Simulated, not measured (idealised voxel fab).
Process module heading - voxel self aligned contacts
This is section cut - it's 240 nm across, gridded in 5 nm square cells.
If you're reading a cross-section in this doc, picture square cells in a grid; it comes to you as bands, top ones listed first down to the bottom, and a band can be one or more rows of cells.
Band: top height; bottom height; in nm. Then, left to right: material with width in nm, for each material. "full width": a single material spanning edge to edge. "blank": empty space.
All heights in this document are referenced to 0, defined as the level beneath which the wafer, as received, consists entirely of one material. The lowest band is not bounded below; it extends indefinitely downward and is written in the form "from 0 down".
Width "30..40": first value at the band's top row of cells, second value at its bottom row, equal change from row to row.
Basically "remains unaltered" means that step didn't change any cell in the cross-section.
Entry "Closed cavity list". Content: empty spaces with no open connection to the top, size 8 cells or greater. Each: width x height at distance. Distance: from left edge. Unit: nm.
Where a step's line continues beyond its settings, the continuation is a remark by the simulator itself on that step.
On any step carrying a mask, the "overlay nm" setting, if present on the step's line, tells how far right of its planned place the mask lay; negative values point to the left.
-- These are the steps we planned for the process
1: RECEIVE | material Si
2: OXIDIZE | depth nm 5
3: DIRECTIONAL_DEP | material polySi | thk nm 20
4: DIRECTIONAL_DEP | material SiN | thk nm 15
5: PATTERN | tone cover | mask id GATE | material resist | width nm 30 | pitch nm 60 | thk nm 20 | overlay nm 0
6: DIRECTIONAL_ETCH | etch materials SiN | depth nm 15
7: DIRECTIONAL_ETCH | etch materials polySi | depth nm 20
8: STRIP | etch materials resist
9: CONFORMAL_DEP | material SiN | thk nm 5
10: DIRECTIONAL_ETCH | etch materials SiN | depth nm 5
11: FILL_DEP | material SiO2 | thk nm 15
12: CMP | height nm 40
13: PATTERN | tone open | mask id CONTACT | material resist | width nm 40 | thk nm 15 | overlay nm 0
14: DIRECTIONAL_ETCH | etch materials SiO2 | depth nm 45
15: STRIP | etch materials resist
16: CONFORMAL_DEP | material TiN | thk nm 5
17: FILL_DEP | material Ru | thk nm 5
18: CMP | height nm 40
19: CONFORMAL_DEP | material SiCN | thk nm 5
-- Account of the first of two wafers, which was processed as intended
-- Step 1 complete: cross-section of the wafer as received
from 0 down: Si full width
Closed cavity list: none
-- after step 2
from 0 to -5: SiO2 full width
Lower than -5, everything is as it was.
-- after step 3
from 20 to 0: polySi full width
Lower than 0, everything is as it was.
-- after step 4
from 35 to 20: SiN full width
Lower than 20, everything is as it was.
-- after step 5
from 55 to 35: blank 75 nm, then resist 30 nm, then blank 30 nm, then resist 30 nm, then blank 75 nm
Lower than 35, everything is as it was.
-- after step 6
from 55 to 35: blank 75 nm, then resist 30 nm, then blank 30 nm, then resist 30 nm, then blank 75 nm
from 35 to 20: blank 75 nm, then SiN 30 nm, then blank 30 nm, then SiN 30 nm, then blank 75 nm
Lower than 20, everything is as it was.
-- after step 7
from 55 to 35: blank 75 nm, then resist 30 nm, then blank 30 nm, then resist 30 nm, then blank 75 nm
from 35 to 20: blank 75 nm, then SiN 30 nm, then blank 30 nm, then SiN 30 nm, then blank 75 nm
from 20 to 0: blank 75 nm, then polySi 30 nm, then blank 30 nm, then polySi 30 nm, then blank 75 nm
Lower than 0, everything is as it was.
-- after step 8
from 35 to 20: blank 75 nm, then SiN 30 nm, then blank 30 nm, then SiN 30 nm, then blank 75 nm
Lower than 20, everything is as it was.
-- after step 9
from 40 to 20: blank 70 nm, then SiN 40 nm, then blank 20 nm, then SiN 40 nm, then blank 70 nm
from 20 to 5: blank 70 nm, then SiN 5 nm, then polySi 30 nm, then SiN 5 nm, then blank 20 nm, then SiN 5 nm, then polySi 30 nm, then SiN 5 nm, then blank 70 nm
from 5 to 0: SiN 75 nm, then polySi 30 nm, then SiN 30 nm, then polySi 30 nm, then SiN 75 nm
Lower than 0, everything is as it was.
-- after step 10
from 35 to 20: blank 70 nm, then SiN 40 nm, then blank 20 nm, then SiN 40 nm, then blank 70 nm
from 20 to 0: blank 70 nm, then SiN 5 nm, then polySi 30 nm, then SiN 5 nm, then blank 20 nm, then SiN 5 nm, then polySi 30 nm, then SiN 5 nm, then blank 70 nm
Lower than 0, everything is as it was.
-- after step 11
from 50 to 35: SiO2 full width
from 35 to 20: SiO2 70 nm, then SiN 40 nm, then SiO2 20 nm, then SiN 40 nm, then SiO2 70 nm
from 20 to 0: SiO2 70 nm, then SiN 5 nm, then polySi 30 nm, then SiN 5 nm, then SiO2 20 nm, then SiN 5 nm, then polySi 30 nm, then SiN 5 nm, then SiO2 70 nm
Lower than 0, everything is as it was.
-- after step 12
from 40 to 35: SiO2 full width
Lower than 35, everything is as it was.
-- after step 13
from 55 to 40: resist 100 nm, then blank 40 nm, then resist 100 nm
Lower than 40, everything is as it was.
-- after step 14
from 55 to 40: resist 100 nm, then blank 40 nm, then resist 100 nm
from 40 to 35: SiO2 100 nm, then blank 40 nm, then SiO2 100 nm
from 35 to 20: SiO2 70 nm, then SiN 40 nm, then blank 20 nm, then SiN 40 nm, then SiO2 70 nm
from 20 to 0: SiO2 70 nm, then SiN 5 nm, then polySi 30 nm, then SiN 5 nm, then blank 20 nm, then SiN 5 nm, then polySi 30 nm, then SiN 5 nm, then SiO2 70 nm
from 0 to -5: SiO2 110 nm, then blank 20 nm, then SiO2 110 nm
Lower than -5, everything is as it was.
-- after step 15
from 40 to 35: SiO2 100 nm, then blank 40 nm, then SiO2 100 nm
Lower than 35, everything is as it was.
-- after step 16
from 45 to 40: TiN 105 nm, then blank 30 nm, then TiN 105 nm
from 40 to 35: SiO2 100 nm, then TiN 15 nm, then blank 10 nm, then TiN 15 nm, then SiO2 100 nm
from 35 to 20: SiO2 70 nm, then SiN 40 nm, then TiN 5 nm, then blank 10 nm, then TiN 5 nm, then SiN 40 nm, then SiO2 70 nm
from 20 to 0: SiO2 70 nm, then SiN 5 nm, then polySi 30 nm, then SiN 5 nm, then TiN 5 nm, then blank 10 nm, then TiN 5 nm, then SiN 5 nm, then polySi 30 nm, then SiN 5 nm, then SiO2 70 nm
from 0 to -5: SiO2 110 nm, then TiN 20 nm, then SiO2 110 nm
Lower than -5, everything is as it was.
-- after step 17
from 50 to 45: Ru full width
from 45 to 40: TiN 105 nm, then Ru 30 nm, then TiN 105 nm
from 40 to 35: SiO2 100 nm, then TiN 15 nm, then Ru 10 nm, then TiN 15 nm, then SiO2 100 nm
from 35 to 20: SiO2 70 nm, then SiN 40 nm, then TiN 5 nm, then Ru 10 nm, then TiN 5 nm, then SiN 40 nm, then SiO2 70 nm
from 20 to 0: SiO2 70 nm, then SiN 5 nm, then polySi 30 nm, then SiN 5 nm, then TiN 5 nm, then Ru 10 nm, then TiN 5 nm, then SiN 5 nm, then polySi 30 nm, then SiN 5 nm, then SiO2 70 nm
Lower than 0, everything is as it was.
-- after step 18
from 40 to 35: SiO2 100 nm, then TiN 15 nm, then Ru 10 nm, then TiN 15 nm, then SiO2 100 nm
Lower than 35, everything is as it was.
-- after step 19
from 45 to 40: SiCN full width
Lower than 40, everything is as it was.
-- second wafer: like start, like plan, one mistake. Through step 1 it matches the first wafer
Planned end of step 2: second wafer, cross-section: remains unaltered
-- Planned end of step 3: second wafer, cross-section
from 20 to 0: polySi full width
Lower than 0, everything is as it was.
-- Planned end of step 4: second wafer, cross-section
from 35 to 20: SiN full width
Lower than 20, everything is as it was.
-- Planned end of step 5: second wafer, cross-section
from 55 to 35: blank 75 nm, then resist 30 nm, then blank 30 nm, then resist 30 nm, then blank 75 nm
Lower than 35, everything is as it was.
-- Planned end of step 6: second wafer, cross-section
from 55 to 35: blank 75 nm, then resist 30 nm, then blank 30 nm, then resist 30 nm, then blank 75 nm
from 35 to 20: blank 75 nm, then SiN 30 nm, then blank 30 nm, then SiN 30 nm, then blank 75 nm
Lower than 20, everything is as it was.
-- Planned end of step 7: second wafer, cross-section
from 55 to 35: blank 75 nm, then resist 30 nm, then blank 30 nm, then resist 30 nm, then blank 75 nm
from 35 to 20: blank 75 nm, then SiN 30 nm, then blank 30 nm, then SiN 30 nm, then blank 75 nm
from 20 to 0: blank 75 nm, then polySi 30 nm, then blank 30 nm, then polySi 30 nm, then blank 75 nm
Lower than 0, everything is as it was.
-- Planned end of step 8: second wafer, cross-section
from 35 to 20: blank 75 nm, then SiN 30 nm, then blank 30 nm, then SiN 30 nm, then blank 75 nm
Lower than 20, everything is as it was.
-- Planned end of step 9: second wafer, cross-section
from 40 to 20: blank 70 nm, then SiN 40 nm, then blank 20 nm, then SiN 40 nm, then blank 70 nm
from 20 to 5: blank 70 nm, then SiN 5 nm, then polySi 30 nm, then SiN 5 nm, then blank 20 nm, then SiN 5 nm, then polySi 30 nm, then SiN 5 nm, then blank 70 nm
from 5 to 0: SiN 75 nm, then polySi 30 nm, then SiN 30 nm, then polySi 30 nm, then SiN 75 nm
Lower than 0, everything is as it was.
-- Planned end of step 10: second wafer, cross-section
from 35 to 20: blank 70 nm, then SiN 40 nm, then blank 20 nm, then SiN 40 nm, then blank 70 nm
from 20 to 0: blank 70 nm, then SiN 5 nm, then polySi 30 nm, then SiN 5 nm, then blank 20 nm, then SiN 5 nm, then polySi 30 nm, then SiN 5 nm, then blank 70 nm
Lower than 0, everything is as it was.
-- Planned end of step 11: second wafer, cross-section
from 50 to 35: SiO2 full width
from 35 to 20: SiO2 70 nm, then SiN 40 nm, then SiO2 20 nm, then SiN 40 nm, then SiO2 70 nm
from 20 to 0: SiO2 70 nm, then SiN 5 nm, then polySi 30 nm, then SiN 5 nm, then SiO2 20 nm, then SiN 5 nm, then polySi 30 nm, then SiN 5 nm, then SiO2 70 nm
Lower than 0, everything is as it was.
-- Planned end of step 12: second wafer, cross-section
from 40 to 35: SiO2 full width
Lower than 35, everything is as it was.
-- Planned end of step 13: second wafer, cross-section
from 55 to 40: resist 100 nm, then blank 40 nm, then resist 100 nm
Lower than 40, everything is as it was.
-- Planned end of step 14: second wafer, cross-section
from 55 to 40: resist 100 nm, then blank 40 nm, then resist 100 nm
from 40 to 35: SiO2 100 nm, then blank 40 nm, then SiO2 100 nm
from 35 to 20: SiO2 70 nm, then SiN 40 nm, then blank 20 nm, then SiN 40 nm, then SiO2 70 nm
from 20 to 0: SiO2 70 nm, then SiN 5 nm, then polySi 30 nm, then SiN 5 nm, then blank 20 nm, then SiN 5 nm, then polySi 30 nm, then SiN 5 nm, then SiO2 70 nm
Lower than 0, everything is as it was.
-- Planned end of step 15: second wafer, cross-section
from 40 to 35: SiO2 100 nm, then blank 40 nm, then SiO2 100 nm
Lower than 35, everything is as it was.
-- Planned end of step 16: second wafer, cross-section
from 45 to 40: TiN 105 nm, then blank 30 nm, then TiN 105 nm
from 40 to 35: SiO2 100 nm, then TiN 15 nm, then blank 10 nm, then TiN 15 nm, then SiO2 100 nm
from 35 to 20: SiO2 70 nm, then SiN 40 nm, then TiN 5 nm, then blank 10 nm, then TiN 5 nm, then SiN 40 nm, then SiO2 70 nm
from 20 to 5: SiO2 70 nm, then SiN 5 nm, then polySi 30 nm, then SiN 5 nm, then TiN 5 nm, then blank 10 nm, then TiN 5 nm, then SiN 5 nm, then polySi 30 nm, then SiN 5 nm, then SiO2 70 nm
from 5 to 0: SiO2 70 nm, then SiN 5 nm, then polySi 30 nm, then SiN 5 nm, then TiN 20 nm, then SiN 5 nm, then polySi 30 nm, then SiN 5 nm, then SiO2 70 nm
Lower than 0, everything is as it was.
-- Planned end of step 17: second wafer, cross-section
from 50 to 45: Ru full width
from 45 to 40: TiN 105 nm, then Ru 30 nm, then TiN 105 nm
from 40 to 35: SiO2 100 nm, then TiN 15 nm, then Ru 10 nm, then TiN 15 nm, then SiO2 100 nm
from 35 to 20: SiO2 70 nm, then SiN 40 nm, then TiN 5 nm, then Ru 10 nm, then TiN 5 nm, then SiN 40 nm, then SiO2 70 nm
from 20 to 5: SiO2 70 nm, then SiN 5 nm, then polySi 30 nm, then SiN 5 nm, then TiN 5 nm, then Ru 10 nm, then TiN 5 nm, then SiN 5 nm, then polySi 30 nm, then SiN 5 nm, then SiO2 70 nm
Lower than 5, everything is as it was.
-- Planned end of step 18: second wafer, cross-section
from 40 to 35: SiO2 100 nm, then TiN 15 nm, then Ru 10 nm, then TiN 15 nm, then SiO2 100 nm
Lower than 35, everything is as it was.
-- Planned end of step 19: second wafer, cross-section
from 45 to 40: SiCN full width
Lower than 40, everything is as it was.
Deviation from plan: step 2 was left out
Once processing is complete, comparing cell counts shows that the second wafer has more or fewer of certain materials than the first: 2 fewer of Ru, 48 more of Si, 44 fewer of SiO2, 2 fewer of TiN
